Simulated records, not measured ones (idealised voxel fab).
A process module follows: voxel wiring stack.
Section cut is 285 nm wide and gridded with 5 nm square cells.
Each cross-section below is a grid of square cells, stated as bands in top-down order, with one or more rows of cells making up each band.
Top height, bottom height, nm. Materials left to right, width each, nm. Single material + "full width" = fills band edge to edge. "air" = empty.
Basically, 0 is our baseline, since under it the wafer straight out of the box is all one material. The bottom band has no lower end and keeps on going down, so it looks like "0..down".
Width spec "30->40" -> top row of cells at first value, bottom row at second value, equal per-row change in between.
The cross-section has no changed cell in any step marked "remained unchanged".
"Enclosed void entries" lists enclosed empty spaces (at least 8 cells, no open path upward to the top), each as width x height at distance from the left edge, in nm.
Heads up: the bit after the settings on a step's line is the simulator's remark on that step.
overlay nm: where the mask lay relative to plan, measured to the right, on steps with a mask; negatives go left.

### This section lists the process steps that were planned
1. RECEIVE | material Si
2. CONFORMAL_DEP | material SiO2 | thk nm 15
3. DIRECTIONAL_DEP | material TiN | thk nm 5
4. DIRECTIONAL_DEP | material Ru | thk nm 15
5. PATTERN | tone cover | mask id METAL_1 | material resist | width nm 25 | pitch nm 40 | thk nm 20 | overlay nm 0
6. DIRECTIONAL_ETCH | etch materials Ru | depth nm 15
7. DIRECTIONAL_ETCH | etch materials TiN | depth nm 5
8. STRIP | etch materials resist
9. CONFORMAL_DEP | material SiCN | thk nm 5
10. FILL_DEP | material SiO2 | thk nm 10
11. CMP | height nm 35
12. CONFORMAL_DEP | material SiCN | thk nm 5
13. DIRECTIONAL_DEP | material SiO2 | thk nm 25
14. PATTERN | tone open | mask id METAL_2_HOLES | material resist | width nm 15 | pitch nm 40 | thk nm 20 | overlay nm 0
15. DIRECTIONAL_ETCH | etch materials SiO2 | depth nm 25
16. STRIP | etch materials resist
17. DIRECTIONAL_DEP | material aC | thk nm 10
18. PATTERN | tone open | mask id METAL_2 | material resist | width nm 25 | pitch nm 40 | thk nm 25 | overlay nm 0
19. DIRECTIONAL_ETCH | etch materials aC | depth nm 10
20. STRIP | etch materials resist
21. DIRECTIONAL_ETCH | etch materials SiO2 | depth nm 15
22. DIRECTIONAL_ETCH | etch materials SiCN | depth nm 5
23. STRIP | etch materials aC
24. CONFORMAL_DEP | material TiN | thk nm 5
25. FILL_DEP | material Ru | thk nm 10
26. CMP | height nm 65
27. CONFORMAL_DEP | material SiN | thk nm 5

### The first of a set of two wafers, run to plan

### Wafer as received: cross-section following step 1
- 0..down = Si full width
- Enclosed void entries: none

### Take a look at the wafer's cross-section after step 2
- 15..0 = SiO2 full width
- Under the height 0 nothing was changed.

### Take a look at the wafer's cross-section after step 3
- 20..15 = TiN full width
- Under the height 15 nothing was changed.

### Take a look at the wafer's cross-section after step 4
- 35..20 = Ru full width
- Under the height 20 nothing was changed.

### Take a look at the wafer's cross-section after step 5
- 55..35 = 90 of air; 25 of resist; 15 of air; 25 of resist; 15 of air; 25 of resist; 90 of air
- Under the height 35 nothing was changed.

### Take a look at the wafer's cross-section after step 6
- 55..35 = 90 of air; 25 of resist; 15 of air; 25 of resist; 15 of air; 25 of resist; 90 of air
- 35..20 = 90 of air; 25 of Ru; 15 of air; 25 of Ru; 15 of air; 25 of Ru; 90 of air
- Under the height 20 nothing was changed.

### Take a look at the wafer's cross-section after step 7
- 55..35 = 90 of air; 25 of resist; 15 of air; 25 of resist; 15 of air; 25 of resist; 90 of air
- 35..20 = 90 of air; 25 of Ru; 15 of air; 25 of Ru; 15 of air; 25 of Ru; 90 of air
- 20..15 = 90 of air; 25 of TiN; 15 of air; 25 of TiN; 15 of air; 25 of TiN; 90 of air
- Under the height 15 nothing was changed.

### Take a look at the wafer's cross-section after step 8
- 35..20 = 90 of air; 25 of Ru; 15 of air; 25 of Ru; 15 of air; 25 of Ru; 90 of air
- Under the height 20 nothing was changed.

### Take a look at the wafer's cross-section after step 9
- 40..35 = 85 of air; 35 of SiCN; 5 of air; 35 of SiCN; 5 of air; 35 of SiCN; 85 of air
- 35..20 = 85 of air; 5 of SiCN; 25 of Ru; 5 of SiCN; 5 of air; 5 of SiCN; 25 of Ru; 5 of SiCN; 5 of air; 5 of SiCN; 25 of Ru; 5 of SiCN; 85 of air
- 20..15 = 90 of SiCN; 25 of TiN; 15 of SiCN; 25 of TiN; 15 of SiCN; 25 of TiN; 90 of SiCN
- Under the height 15 nothing was changed.

### Take a look at the wafer's cross-section after step 10
- 50..40 = SiO2 full width
- 40..35 = 85 of SiO2; 35 of SiCN; 5 of SiO2; 35 of SiCN; 5 of SiO2; 35 of SiCN; 85 of SiO2
- 35..20 = 85 of SiO2; 5 of SiCN; 25 of Ru; 5 of SiCN; 5 of SiO2; 5 of SiCN; 25 of Ru; 5 of SiCN; 5 of SiO2; 5 of SiCN; 25 of Ru; 5 of SiCN; 85 of SiO2
- Under the height 20 nothing was changed.

### Take a look at the wafer's cross-section after step 11
- 35..20 = 85 of SiO2; 5 of SiCN; 25 of Ru; 5 of SiCN; 5 of SiO2; 5 of SiCN; 25 of Ru; 5 of SiCN; 5 of SiO2; 5 of SiCN; 25 of Ru; 5 of SiCN; 85 of SiO2
- Under the height 20 nothing was changed.

### Take a look at the wafer's cross-section after step 12
- 40..35 = SiCN full width
- Under the height 35 nothing was changed.

### Take a look at the wafer's cross-section after step 13
- 65..40 = SiO2 full width
- Under the height 40 nothing was changed.

### Take a look at the wafer's cross-section after step 14
- 85..65 = 90 of resist; 15 of air; 25 of resist; 15 of air; 25 of resist; 15 of air; 100 of resist
- Under the height 65 nothing was changed.

### Take a look at the wafer's cross-section after step 15
- 85..65 = 90 of resist; 15 of air; 25 of resist; 15 of air; 25 of resist; 15 of air; 100 of resist
- 65..40 = 90 of SiO2; 15 of air; 25 of SiO2; 15 of air; 25 of SiO2; 15 of air; 100 of SiO2
- Under the height 40 nothing was changed.

### Take a look at the wafer's cross-section after step 16
- 65..40 = 90 of SiO2; 15 of air; 25 of SiO2; 15 of air; 25 of SiO2; 15 of air; 100 of SiO2
- Under the height 40 nothing was changed.

### Take a look at the wafer's cross-section after step 17
- 75..65 = 90 of aC; 15 of air; 25 of aC; 15 of air; 25 of aC; 15 of air; 100 of aC
- 65..50 = 90 of SiO2; 15 of air; 25 of SiO2; 15 of air; 25 of SiO2; 15 of air; 100 of SiO2
- 50..40 = 90 of SiO2; 15 of aC; 25 of SiO2; 15 of aC; 25 of SiO2; 15 of aC; 100 of SiO2
- Under the height 40 nothing was changed.

### Take a look at the wafer's cross-section after step 18
- 100..75 = 90 of resist; 25 of air; 15 of resist; 25 of air; 15 of resist; 25 of air; 90 of resist
- Under the height 75 nothing was changed.

### Take a look at the wafer's cross-section after step 19
- 90..75 = 90 of resist; 25 of air; 15 of resist; 25 of air; 15 of resist; 25 of air; 90 of resist
- 75..65 = 90 of aC; 25 of air; 15 of aC; 25 of air; 15 of aC; 25 of air; 90 of aC
- 65..40 = 90 of SiO2; 15 of air; 25 of SiO2; 15 of air; 25 of SiO2; 15 of air; 100 of SiO2
- Under the height 40 nothing was changed.

### Take a look at the wafer's cross-section after step 20
- 75..65 = 90 of aC; 25 of air; 15 of aC; 25 of air; 15 of aC; 25 of air; 90 of aC
- Under the height 65 nothing was changed.

### Take a look at the wafer's cross-section after step 21
- 75..65 = 90 of aC; 25 of air; 15 of aC; 25 of air; 15 of aC; 25 of air; 90 of aC
- 65..50 = 90 of SiO2; 25 of air; 15 of SiO2; 25 of air; 15 of SiO2; 25 of air; 90 of SiO2
- Under the height 50 nothing was changed.

### Take a look at the wafer's cross-section after step 22
- 75..65 = 90 of aC; 25 of air; 15 of aC; 25 of air; 15 of aC; 25 of air; 90 of aC
- 65..50 = 90 of SiO2; 25 of air; 15 of SiO2; 25 of air; 15 of SiO2; 25 of air; 90 of SiO2
- 50..40 = 90 of SiO2; 15 of air; 25 of SiO2; 15 of air; 25 of SiO2; 15 of air; 100 of SiO2
- 40..35 = 90 of SiCN; 15 of air; 25 of SiCN; 15 of air; 25 of SiCN; 15 of air; 100 of SiCN
- Under the height 35 nothing was changed.

### Take a look at the wafer's cross-section after step 23
- 65..50 = 90 of SiO2; 25 of air; 15 of SiO2; 25 of air; 15 of SiO2; 25 of air; 90 of SiO2
- Under the height 50 nothing was changed.

### Take a look at the wafer's cross-section after step 24
- 70..65 = 95 of TiN; 15 of air; 25 of TiN; 15 of air; 25 of TiN; 15 of air; 95 of TiN
- 65..55 = 90 of SiO2; 5 of TiN; 15 of air; 5 of TiN; 15 of SiO2; 5 of TiN; 15 of air; 5 of TiN; 15 of SiO2; 5 of TiN; 15 of air; 5 of TiN; 90 of SiO2
- 55..50 = 90 of SiO2; 5 of TiN; 5 of air; 15 of TiN; 15 of SiO2; 5 of TiN; 5 of air; 15 of TiN; 15 of SiO2; 5 of TiN; 5 of air; 15 of TiN; 90 of SiO2
- 50..40 = 90 of SiO2; 5 of TiN; 5 of air; 5 of TiN; 25 of SiO2; 5 of TiN; 5 of air; 5 of TiN; 25 of SiO2; 5 of TiN; 5 of air; 5 of TiN; 100 of SiO2
- 40..35 = 90 of SiCN; 15 of TiN; 25 of SiCN; 15 of TiN; 25 of SiCN; 15 of TiN; 100 of SiCN
- Under the height 35 nothing was changed.

### Take a look at the wafer's cross-section after step 25
- 80..70 = Ru full width
- 70..65 = 95 of TiN; 15 of Ru; 25 of TiN; 15 of Ru; 25 of TiN; 15 of Ru; 95 of TiN
- 65..55 = 90 of SiO2; 5 of TiN; 15 of Ru; 5 of TiN; 15 of SiO2; 5 of TiN; 15 of Ru; 5 of TiN; 15 of SiO2; 5 of TiN; 15 of Ru; 5 of TiN; 90 of SiO2
- 55..50 = 90 of SiO2; 5 of TiN; 5 of Ru; 15 of TiN; 15 of SiO2; 5 of TiN; 5 of Ru; 15 of TiN; 15 of SiO2; 5 of TiN; 5 of Ru; 15 of TiN; 90 of SiO2
- 50..40 = 90 of SiO2; 5 of TiN; 5 of Ru; 5 of TiN; 25 of SiO2; 5 of TiN; 5 of Ru; 5 of TiN; 25 of SiO2; 5 of TiN; 5 of Ru; 5 of TiN; 100 of SiO2
- Under the height 40 nothing was changed.

### Take a look at the wafer's cross-section after step 26
- 65..55 = 90 of SiO2; 5 of TiN; 15 of Ru; 5 of TiN; 15 of SiO2; 5 of TiN; 15 of Ru; 5 of TiN; 15 of SiO2; 5 of TiN; 15 of Ru; 5 of TiN; 90 of SiO2
- Under the height 55 nothing was changed.

### Take a look at the wafer's cross-section after step 27
- 70..65 = SiN full width
- Under the height 65 nothing was changed.

### Second of two: same start, same plan, one run error; steps up to and including 10 match the first

The second wafer in cross-section, at the planned close of step 11: remained unchanged

### The second wafer in cross-section, at the planned close of step 12
- 55..50 = SiCN full width
- Under the height 50 nothing was changed.

### The second wafer in cross-section, at the planned close of step 13
- 80..55 = SiO2 full width
- Under the height 55 nothing was changed.

### The second wafer in cross-section, at the planned close of step 14
- 100..80 = 90 of resist; 15 of air; 25 of resist; 15 of air; 25 of resist; 15 of air; 100 of resist
- Under the height 80 nothing was changed.

### The second wafer in cross-section, at the planned close of step 15
- 100..80 = 90 of resist; 15 of air; 25 of resist; 15 of air; 25 of resist; 15 of air; 100 of resist
- 80..55 = 90 of SiO2; 15 of air; 25 of SiO2; 15 of air; 25 of SiO2; 15 of air; 100 of SiO2
- Under the height 55 nothing was changed.

### The second wafer in cross-section, at the planned close of step 16
- 80..55 = 90 of SiO2; 15 of air; 25 of SiO2; 15 of air; 25 of SiO2; 15 of air; 100 of SiO2
- Under the height 55 nothing was changed.

### The second wafer in cross-section, at the planned close of step 17
- 90..80 = 90 of aC; 15 of air; 25 of aC; 15 of air; 25 of aC; 15 of air; 100 of aC
- 80..65 = 90 of SiO2; 15 of air; 25 of SiO2; 15 of air; 25 of SiO2; 15 of air; 100 of SiO2
- 65..55 = 90 of SiO2; 15 of aC; 25 of SiO2; 15 of aC; 25 of SiO2; 15 of aC; 100 of SiO2
- Under the height 55 nothing was changed.

### The second wafer in cross-section, at the planned close of step 18
- 115..90 = 90 of resist; 25 of air; 15 of resist; 25 of air; 15 of resist; 25 of air; 90 of resist
- Under the height 90 nothing was changed.

### The second wafer in cross-section, at the planned close of step 19
- 105..90 = 90 of resist; 25 of air; 15 of resist; 25 of air; 15 of resist; 25 of air; 90 of resist
- 90..80 = 90 of aC; 25 of air; 15 of aC; 25 of air; 15 of aC; 25 of air; 90 of aC
- 80..55 = 90 of SiO2; 15 of air; 25 of SiO2; 15 of air; 25 of SiO2; 15 of air; 100 of SiO2
- Under the height 55 nothing was changed.

### The second wafer in cross-section, at the planned close of step 20
- 90..80 = 90 of aC; 25 of air; 15 of aC; 25 of air; 15 of aC; 25 of air; 90 of aC
- Under the height 80 nothing was changed.

### The second wafer in cross-section, at the planned close of step 21
- 90..80 = 90 of aC; 25 of air; 15 of aC; 25 of air; 15 of aC; 25 of air; 90 of aC
- 80..65 = 90 of SiO2; 25 of air; 15 of SiO2; 25 of air; 15 of SiO2; 25 of air; 90 of SiO2
- Under the height 65 nothing was changed.

### The second wafer in cross-section, at the planned close of step 22
- 90..80 = 90 of aC; 25 of air; 15 of aC; 25 of air; 15 of aC; 25 of air; 90 of aC
- 80..65 = 90 of SiO2; 25 of air; 15 of SiO2; 25 of air; 15 of SiO2; 25 of air; 90 of SiO2
- 65..55 = 90 of SiO2; 15 of air; 25 of SiO2; 15 of air; 25 of SiO2; 15 of air; 100 of SiO2
- 55..50 = 90 of SiCN; 15 of air; 25 of SiCN; 15 of air; 25 of SiCN; 15 of air; 100 of SiCN
- Under the height 50 nothing was changed.

### The second wafer in cross-section, at the planned close of step 23
- 80..65 = 90 of SiO2; 25 of air; 15 of SiO2; 25 of air; 15 of SiO2; 25 of air; 90 of SiO2
- Under the height 65 nothing was changed.

### The second wafer in cross-section, at the planned close of step 24
- 85..80 = 95 of TiN; 15 of air; 25 of TiN; 15 of air; 25 of TiN; 15 of air; 95 of TiN
- 80..70 = 90 of SiO2; 5 of TiN; 15 of air; 5 of TiN; 15 of SiO2; 5 of TiN; 15 of air; 5 of TiN; 15 of SiO2; 5 of TiN; 15 of air; 5 of TiN; 90 of SiO2
- 70..65 = 90 of SiO2; 5 of TiN; 5 of air; 15 of TiN; 15 of SiO2; 5 of TiN; 5 of air; 15 of TiN; 15 of SiO2; 5 of TiN; 5 of air; 15 of TiN; 90 of SiO2
- 65..55 = 90 of SiO2; 5 of TiN; 5 of air; 5 of TiN; 25 of SiO2; 5 of TiN; 5 of air; 5 of TiN; 25 of SiO2; 5 of TiN; 5 of air; 5 of TiN; 100 of SiO2
- 55..50 = 90 of SiCN; 15 of TiN; 25 of SiCN; 15 of TiN; 25 of SiCN; 15 of TiN; 100 of SiCN
- Under the height 50 nothing was changed.

### The second wafer in cross-section, at the planned close of step 25
- 95..85 = Ru full width
- 85..80 = 95 of TiN; 15 of Ru; 25 of TiN; 15 of Ru; 25 of TiN; 15 of Ru; 95 of TiN
- 80..70 = 90 of SiO2; 5 of TiN; 15 of Ru; 5 of TiN; 15 of SiO2; 5 of TiN; 15 of Ru; 5 of TiN; 15 of SiO2; 5 of TiN; 15 of Ru; 5 of TiN; 90 of SiO2
- 70..65 = 90 of SiO2; 5 of TiN; 5 of Ru; 15 of TiN; 15 of SiO2; 5 of TiN; 5 of Ru; 15 of TiN; 15 of SiO2; 5 of TiN; 5 of Ru; 15 of TiN; 90 of SiO2
- 65..55 = 90 of SiO2; 5 of TiN; 5 of Ru; 5 of TiN; 25 of SiO2; 5 of TiN; 5 of Ru; 5 of TiN; 25 of SiO2; 5 of TiN; 5 of Ru; 5 of TiN; 100 of SiO2
- Under the height 55 nothing was changed.

### The second wafer in cross-section, at the planned close of step 26
- 65..55 = 90 of SiO2; 5 of TiN; 5 of Ru; 5 of TiN; 25 of SiO2; 5 of TiN; 5 of Ru; 5 of TiN; 25 of SiO2; 5 of TiN; 5 of Ru; 5 of TiN; 100 of SiO2
- Under the height 55 nothing was changed.

### The second wafer in cross-section, at the planned close of step 27
- 70..65 = SiN full width
- Under the height 65 nothing was changed.
Which mistake was made when the wafer was run? the plan's step 11 went unexecuted, having been skipped
It is noted that, at the conclusion of processing, the second wafer exhibits a higher or lower cell count for certain materials relative to the first: 21 fewer of Ru, 21 more of SiCN, 24 more of SiO2, 24 fewer of TiN
